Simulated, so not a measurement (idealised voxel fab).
process module | voxel gate over fins
cross-section cut | 250 nm wide | cells 5 nm
A cross-section is a grid of square cells, given in bands from the top down. A band is one or more rows of cells.
Each band's line starts with the height of the band's top and of its bottom, in nm. Then come its materials from left to right, each with its width in nm. One material with "throughout" fills the band from edge to edge. "air" is empty space.
Height 0 is the level under which the wafer as received is all one material. The lowest band goes on downwards, as in "0 down".
A width such as "30 to 40" changes by the same amount from each row of cells to the next, from the band's top row to its bottom row.
"no change" after a step means that no cell of the cross-section changed.
closed voids: empty space of 8 cells or more with no open way to the top, each as width x height at its distance from the left edge, in nm
after a step's settings: what the simulator itself notes on the step
overlay nm, on a step with a mask: how far to the right of its planned place the mask lay; to the left if negative
plan
1 op RECEIVE | material Si
2 op CONFORMAL_DEP | material SiN | thk nm 5
3 op PATTERN | tone cover | mask id FINS | material resist | width nm 15 | pitch nm 50 | thk nm 20 | overlay nm 0
4 op DIRECTIONAL_ETCH | etch materials SiN | depth nm 5
5 op DIRECTIONAL_ETCH | etch materials Si | depth nm 35
6 op STRIP | etch materials resist
7 op OXIDIZE | depth nm 5
8 op FILL_DEP | material SiO2 | thk nm 15
9 op CMP | height nm 5
10 op PATTERN | tone open | mask id RAIL | material resist | width nm 15 | thk nm 20 | overlay nm 0
11 op DIRECTIONAL_ETCH | etch materials SiO2 | depth nm 35
12 op STRIP | etch materials resist
13 op CONFORMAL_DEP | material TiN | thk nm 5
14 op FILL_DEP | material W | thk nm 5
15 op CMP | height nm 5
16 op SELECTIVE_ETCH | etch materials W Ru TiN | depth nm 25
17 op FILL_DEP | material SiO2 | thk nm 5
18 op CMP | height nm 5
19 op SELECTIVE_ETCH | etch materials SiO2 | depth nm 20
20 op STRIP | etch materials SiN
21 op CONFORMAL_DEP | material HfO2 | thk nm 5
22 op CONFORMAL_DEP | material TiN | thk nm 5
23 op FILL_DEP | material W | thk nm 10
24 op CMP | height nm 15
25 op CONFORMAL_DEP | material SiN | thk nm 5
first wafer, as planned
as received, after step 1
  0 down: Si throughout
  closed voids: none
after step 2
  5 to 0: SiN throughout
  below 0: unchanged
after step 3
  25 to 5: air 65 | resist 15 | air 35 | resist 15 | air 35 | resist 15 | air 70
  below 5: unchanged
after step 4
  25 to 5: air 65 | resist 15 | air 35 | resist 15 | air 35 | resist 15 | air 70
  5 to 0: air 65 | SiN 15 | air 35 | SiN 15 | air 35 | SiN 15 | air 70
  below 0: unchanged
after step 5
  25 to 5: air 65 | resist 15 | air 35 | resist 15 | air 35 | resist 15 | air 70
  5 to 0: air 65 | SiN 15 | air 35 | SiN 15 | air 35 | SiN 15 | air 70
  0 to -35: air 65 | Si 15 | air 35 | Si 15 | air 35 | Si 15 | air 70
  below -35: unchanged
after step 6
  5 to 0: air 65 | SiN 15 | air 35 | SiN 15 | air 35 | SiN 15 | air 70
  below 0: unchanged
after step 7
  5 to 0: air 65 | SiN 15 | air 35 | SiN 15 | air 35 | SiN 15 | air 70
  0 to -35: air 65 | SiO2 5 | Si 5 | SiO2 5 | air 35 | SiO2 5 | Si 5 | SiO2 5 | air 35 | SiO2 5 | Si 5 | SiO2 5 | air 70
  -35 to -40: SiO2 70 | Si 5 | SiO2 45 | Si 5 | SiO2 45 | Si 5 | SiO2 75
  below -40: unchanged
after step 8
  20 to 5: SiO2 throughout
  5 to 0: SiO2 65 | SiN 15 | SiO2 35 | SiN 15 | SiO2 35 | SiN 15 | SiO2 70
  0 to -40: SiO2 70 | Si 5 | SiO2 45 | Si 5 | SiO2 45 | Si 5 | SiO2 75
  below -40: unchanged
after step 9
  5 to 0: SiO2 65 | SiN 15 | SiO2 35 | SiN 15 | SiO2 35 | SiN 15 | SiO2 70
  below 0: unchanged
after step 10
  25 to 5: resist 90 | air 15 | resist 145
  below 5: unchanged
after step 11
  25 to 5: resist 90 | air 15 | resist 145
  5 to 0: SiO2 65 | SiN 15 | SiO2 10 | air 15 | SiO2 10 | SiN 15 | SiO2 35 | SiN 15 | SiO2 70
  0 to -30: SiO2 70 | Si 5 | SiO2 15 | air 15 | SiO2 15 | Si 5 | SiO2 45 | Si 5 | SiO2 75
  below -30: unchanged
after step 12
  5 to 0: SiO2 65 | SiN 15 | SiO2 10 | air 15 | SiO2 10 | SiN 15 | SiO2 35 | SiN 15 | SiO2 70
  below 0: unchanged
after step 13
  10 to 5: TiN 95 | air 5 | TiN 150
  5 to 0: SiO2 65 | SiN 15 | SiO2 10 | TiN 5 | air 5 | TiN 5 | SiO2 10 | SiN 15 | SiO2 35 | SiN 15 | SiO2 70
  0 to -25: SiO2 70 | Si 5 | SiO2 15 | TiN 5 | air 5 | TiN 5 | SiO2 15 | Si 5 | SiO2 45 | Si 5 | SiO2 75
  -25 to -30: SiO2 70 | Si 5 | SiO2 15 | TiN 15 | SiO2 15 | Si 5 | SiO2 45 | Si 5 | SiO2 75
  below -30: unchanged
after step 14
  15 to 10: W throughout
  10 to 5: TiN 95 | W 5 | TiN 150
  5 to 0: SiO2 65 | SiN 15 | SiO2 10 | TiN 5 | W 5 | TiN 5 | SiO2 10 | SiN 15 | SiO2 35 | SiN 15 | SiO2 70
  0 to -25: SiO2 70 | Si 5 | SiO2 15 | TiN 5 | W 5 | TiN 5 | SiO2 15 | Si 5 | SiO2 45 | Si 5 | SiO2 75
  below -25: unchanged
after step 15
  5 to 0: SiO2 65 | SiN 15 | SiO2 10 | TiN 5 | W 5 | TiN 5 | SiO2 10 | SiN 15 | SiO2 35 | SiN 15 | SiO2 70
  below 0: unchanged
after step 16
  5 to 0: SiO2 65 | SiN 15 | SiO2 10 | air 15 | SiO2 10 | SiN 15 | SiO2 35 | SiN 15 | SiO2 70
  0 to -20: SiO2 70 | Si 5 | SiO2 15 | air 15 | SiO2 15 | Si 5 | SiO2 45 | Si 5 | SiO2 75
  below -20: unchanged
after step 17
  10 to 5: SiO2 throughout
  5 to 0: SiO2 65 | SiN 15 | SiO2 35 | SiN 15 | SiO2 35 | SiN 15 | SiO2 70
  0 to -20: SiO2 70 | Si 5 | SiO2 45 | Si 5 | SiO2 45 | Si 5 | SiO2 75
  below -20: unchanged
after step 18
  5 to 0: SiO2 65 | SiN 15 | SiO2 35 | SiN 15 | SiO2 35 | SiN 15 | SiO2 70
  below 0: unchanged
after step 19
  5 to 0: air 65 | SiN 15 | air 35 | SiN 15 | air 35 | SiN 15 | air 70
  0 to -15: air 70 | Si 5 | air 45 | Si 5 | air 45 | Si 5 | air 75
  below -15: unchanged
after step 20
  0 to -15: air 70 | Si 5 | air 45 | Si 5 | air 45 | Si 5 | air 75
  below -15: unchanged
after step 21
  5 to 0: air 65 | HfO2 15 | air 35 | HfO2 15 | air 35 | HfO2 15 | air 70
  0 to -10: air 65 | HfO2 5 | Si 5 | HfO2 5 | air 35 | HfO2 5 | Si 5 | HfO2 5 | air 35 | HfO2 5 | Si 5 | HfO2 5 | air 70
  -10 to -15: HfO2 70 | Si 5 | HfO2 45 | Si 5 | HfO2 45 | Si 5 | HfO2 75
  below -15: unchanged
after step 22
  10 to 5: air 60 | TiN 25 | air 25 | TiN 25 | air 25 | TiN 25 | air 65
  5 to 0: air 60 | TiN 5 | HfO2 15 | TiN 5 | air 25 | TiN 5 | HfO2 15 | TiN 5 | air 25 | TiN 5 | HfO2 15 | TiN 5 | air 65
  0 to -5: air 60 | TiN 5 | HfO2 5 | Si 5 | HfO2 5 | TiN 5 | air 25 | TiN 5 | HfO2 5 | Si 5 | HfO2 5 | TiN 5 | air 25 | TiN 5 | HfO2 5 | Si 5 | HfO2 5 | TiN 5 | air 65
  -5 to -10: TiN 65 | HfO2 5 | Si 5 | HfO2 5 | TiN 35 | HfO2 5 | Si 5 | HfO2 5 | TiN 35 | HfO2 5 | Si 5 | HfO2 5 | TiN 70
  below -10: unchanged
after step 23
  20 to 10: W throughout
  10 to 5: W 60 | TiN 25 | W 25 | TiN 25 | W 25 | TiN 25 | W 65
  5 to 0: W 60 | TiN 5 | HfO2 15 | TiN 5 | W 25 | TiN 5 | HfO2 15 | TiN 5 | W 25 | TiN 5 | HfO2 15 | TiN 5 | W 65
  0 to -5: W 60 | TiN 5 | HfO2 5 | Si 5 | HfO2 5 | TiN 5 | W 25 | TiN 5 | HfO2 5 | Si 5 | HfO2 5 | TiN 5 | W 25 | TiN 5 | HfO2 5 | Si 5 | HfO2 5 | TiN 5 | W 65
  below -5: unchanged
after step 24
  15 to 10: W throughout
  below 10: unchanged
after step 25
  20 to 15: SiN throughout
  below 15: unchanged
second wafer: like start, like plan, one mistake. Through step 18 it matches the first wafer
when step 19 should have ended
  5 to 0: SiO2 65 | air 15 | SiO2 35 | air 15 | SiO2 35 | air 15 | SiO2 70
  below 0: unchanged
when step 20 should have ended
  0 to -15: air 70 | Si 5 | air 45 | Si 5 | air 45 | Si 5 | air 75
  -15 to -20: SiO2 45 | air 25 | Si 5 | air 45 | Si 5 | air 45 | Si 5 | air 25 | SiO2 50
  below -20: unchanged
when step 21 should have ended
  5 to 0: air 65 | HfO2 15 | air 35 | HfO2 15 | air 35 | HfO2 15 | air 70
  0 to -10: air 65 | HfO2 5 | Si 5 | HfO2 5 | air 35 | HfO2 5 | Si 5 | HfO2 5 | air 35 | HfO2 5 | Si 5 | HfO2 5 | air 70
  -10 to -15: HfO2 50 | air 15 | HfO2 5 | Si 5 | HfO2 5 | air 35 | HfO2 5 | Si 5 | HfO2 5 | air 35 | HfO2 5 | Si 5 | HfO2 5 | air 15 | HfO2 55
  -15 to -20: SiO2 45 | HfO2 25 | Si 5 | HfO2 45 | Si 5 | HfO2 45 | Si 5 | HfO2 25 | SiO2 50
  below -20: unchanged
when step 22 should have ended
  10 to 5: air 60 | TiN 25 | air 25 | TiN 25 | air 25 | TiN 25 | air 65
  5 to 0: air 60 | TiN 5 | HfO2 15 | TiN 5 | air 25 | TiN 5 | HfO2 15 | TiN 5 | air 25 | TiN 5 | HfO2 15 | TiN 5 | air 65
  0 to -5: air 60 | TiN 5 | HfO2 5 | Si 5 | HfO2 5 | TiN 5 | air 25 | TiN 5 | HfO2 5 | Si 5 | HfO2 5 | TiN 5 | air 25 | TiN 5 | HfO2 5 | Si 5 | HfO2 5 | TiN 5 | air 65
  -5 to -10: TiN 55 | air 5 | TiN 5 | HfO2 5 | Si 5 | HfO2 5 | TiN 5 | air 25 | TiN 5 | HfO2 5 | Si 5 | HfO2 5 | TiN 5 | air 25 | TiN 5 | HfO2 5 | Si 5 | HfO2 5 | TiN 5 | air 5 | TiN 60
  -10 to -15: HfO2 50 | TiN 15 | HfO2 5 | Si 5 | HfO2 5 | TiN 35 | HfO2 5 | Si 5 | HfO2 5 | TiN 35 | HfO2 5 | Si 5 | HfO2 5 | TiN 15 | HfO2 55
  below -15: unchanged
when step 23 should have ended
  20 to 10: W throughout
  10 to 5: W 60 | TiN 25 | W 25 | TiN 25 | W 25 | TiN 25 | W 65
  5 to 0: W 60 | TiN 5 | HfO2 15 | TiN 5 | W 25 | TiN 5 | HfO2 15 | TiN 5 | W 25 | TiN 5 | HfO2 15 | TiN 5 | W 65
  0 to -5: W 60 | TiN 5 | HfO2 5 | Si 5 | HfO2 5 | TiN 5 | W 25 | TiN 5 | HfO2 5 | Si 5 | HfO2 5 | TiN 5 | W 25 | TiN 5 | HfO2 5 | Si 5 | HfO2 5 | TiN 5 | W 65
  -5 to -10: TiN 55 | W 5 | TiN 5 | HfO2 5 | Si 5 | HfO2 5 | TiN 5 | W 25 | TiN 5 | HfO2 5 | Si 5 | HfO2 5 | TiN 5 | W 25 | TiN 5 | HfO2 5 | Si 5 | HfO2 5 | TiN 5 | W 5 | TiN 60
  below -10: unchanged
when step 24 should have ended
  15 to 10: W throughout
  below 10: unchanged
when step 25 should have ended
  20 to 15: SiN throughout
  below 15: unchanged
what went wrong: steps 19 and 20 were swapped
at the end the second wafer has, in cells: 8 more of HfO2 | 28 fewer of SiO2 | 8 more of TiN | 12 more of W
